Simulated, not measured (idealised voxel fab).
process module | voxel double patterning
cross-section cut | 215 nm wide | cells 5 nm
A cross-section is a grid of square cells, given in bands from the top down. A band is one or more rows of cells.
Each band's line starts with the height of the band's top and of its bottom, in nm. Then come its materials from left to right, each with its width in nm. One material with "throughout" fills the band from edge to edge. "air" is empty space.
Height 0 is the level under which the wafer as received is all one material. The lowest band goes on downwards, as in "0 down".
A width such as "30 to 40" changes by the same amount from each row of cells to the next, from the band's top row to its bottom row.
"no change" after a step means that no cell of the cross-section changed.
closed voids: empty space of 8 cells or more with no open way to the top, each as width x height at its distance from the left edge, in nm
after a step's settings: what the simulator itself notes on the step
overlay nm, on a step with a mask: how far to the right of its planned place the mask lay; to the left if negative
plan
1 op RECEIVE | material Si
2 op CONFORMAL_DEP | material SiO2 | thk nm 10
3 op DIRECTIONAL_DEP | material polySi | thk nm 10
4 op DIRECTIONAL_DEP | material SiCN | thk nm 5
5 op PATTERN | tone open | mask id FIRST | material resist | width nm 15 | pitch nm 50 | thk nm 15 | overlay nm -15
6 op DIRECTIONAL_ETCH | etch materials SiCN | depth nm 5
7 op STRIP | etch materials resist
8 op PATTERN | tone open | mask id SECOND | material resist | width nm 15 | thk nm 20 | overlay nm 0
9 op DIRECTIONAL_ETCH | etch materials SiCN | depth nm 5
10 op STRIP | etch materials resist
11 op DIRECTIONAL_ETCH | etch materials polySi | depth nm 10
12 op STRIP | etch materials SiCN
varied across the wafers: overlay nm of step 5. The plan shows the first wafer's value. All wafers start alike
first wafer as received, after step 1
  0 down: Si throughout
  closed voids: none
each wafer at the end: cells of each material gained (+) or lost (-) since it was received, then its closed voids
overlay nm -15 | +86 SiO2 | +70 polySi | closed voids: none
overlay nm -10 | +86 SiO2 | +68 polySi | closed voids: none
overlay nm -5 | +86 SiO2 | +68 polySi | closed voids: none
overlay nm 0 | +86 SiO2 | +68 polySi | closed voids: none
overlay nm 5 | +86 SiO2 | +68 polySi | closed voids: none
overlay nm 10 | +86 SiO2 | +68 polySi | closed voids: none
overlay nm 15 | +86 SiO2 | +70 polySi | closed voids: none
